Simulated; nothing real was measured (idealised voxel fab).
The following is a process module called voxel ribs on slabs.
This is section cut - it's 265 nm across, gridded in 5 nm square cells.
Cross-section, as written here: a square-cell grid given band by band from the top down, where a band holds one or more rows of cells. Per band: top height and bottom height in nm, followed by the left-to-right materials and their widths in nm; "everywhere" marks a single material spanning edge to edge, "air" marks empty space. Counting heights begins at 0, where everything beneath is, in the wafer as received, one material. The lowest band has no bottom; it goes on downwards, as "0 nm and below" shows. Width spec "30..40" -> top row of cells at first value, bottom row at second value, equal per-row change in between. Take "nothing got changed" at face value: in the step it is given for, the cross-section changed in none of its cells. "Enclosed void inventory" means: voids of 8 cells or more that are shut off from the top with no open way through. Written width x height at distance, distance from the left edge, in nm. Text after the settings on a step's line: the simulator's own remark on that step. overlay nm: right-of-plan distance of the mask on a masked step; negative values mean left-of-plan.
Planned step list for the process
1) RECEIVE | material Si
2) DIRECTIONAL_DEP | material SiO2 | thk nm 30
3) DIRECTIONAL_DEP | material polySi | thk nm 20
4) DIRECTIONAL_DEP | material aC | thk nm 10
5) PATTERN | tone cover | mask id RIB | material resist | width nm 25 | thk nm 25 | overlay nm 0
6) DIRECTIONAL_ETCH | etch materials aC | depth nm 10
7) STRIP | etch materials resist
8) DIRECTIONAL_ETCH | etch materials polySi | depth nm 10
9) STRIP | etch materials aC
10) MASKED_ETCH | tone cover | mask id SLAB | width nm 85 | etch materials polySi | depth nm 10 | overlay nm 0
11) FILL_DEP | material SiO2 | thk nm 30
12) CMP | height nm 70
13) DIRECTIONAL_DEP | material TiN | thk nm 5
14) DIRECTIONAL_DEP | material aC | thk nm 10
15) PATTERN | tone cover | mask id HEATER | material resist | width nm 35 | thk nm 30 | overlay nm 0
16) DIRECTIONAL_ETCH | etch materials aC | depth nm 10
17) STRIP | etch materials resist
18) DIRECTIONAL_ETCH | etch materials TiN | depth nm 5
19) STRIP | etch materials aC
20) CONFORMAL_DEP | material SiN | thk nm 5
Wafer cross-section on receipt, i.e. after step 1
> 0 nm and below  Si everywhere
> Enclosed void inventory: none
Below is the wafer in cross-section after the module was completed. It began from the starting point shown above and followed the plan shown above, except that one mistake was made while running it
> 80 nm to 75 nm  air 110 / SiN 45 / air 110
> 75 nm to 70 nm  SiN 115 / TiN 35 / SiN 115
> 70 nm to 50 nm  SiO2 everywhere
> 50 nm to 35 nm  SiO2 120 / polySi 25 / SiO2 120
> 35 nm to 30 nm  SiO2 90 / polySi 85 / SiO2 90
> 30 nm to 0 nm  SiO2 everywhere
> 0 nm and below  Si everywhere
> Enclosed void inventory: none
So what did we get wrong on this run? step 8 changed vs plan, executed as DIRECTIONAL_ETCH | etch materials polySi | depth nm 15
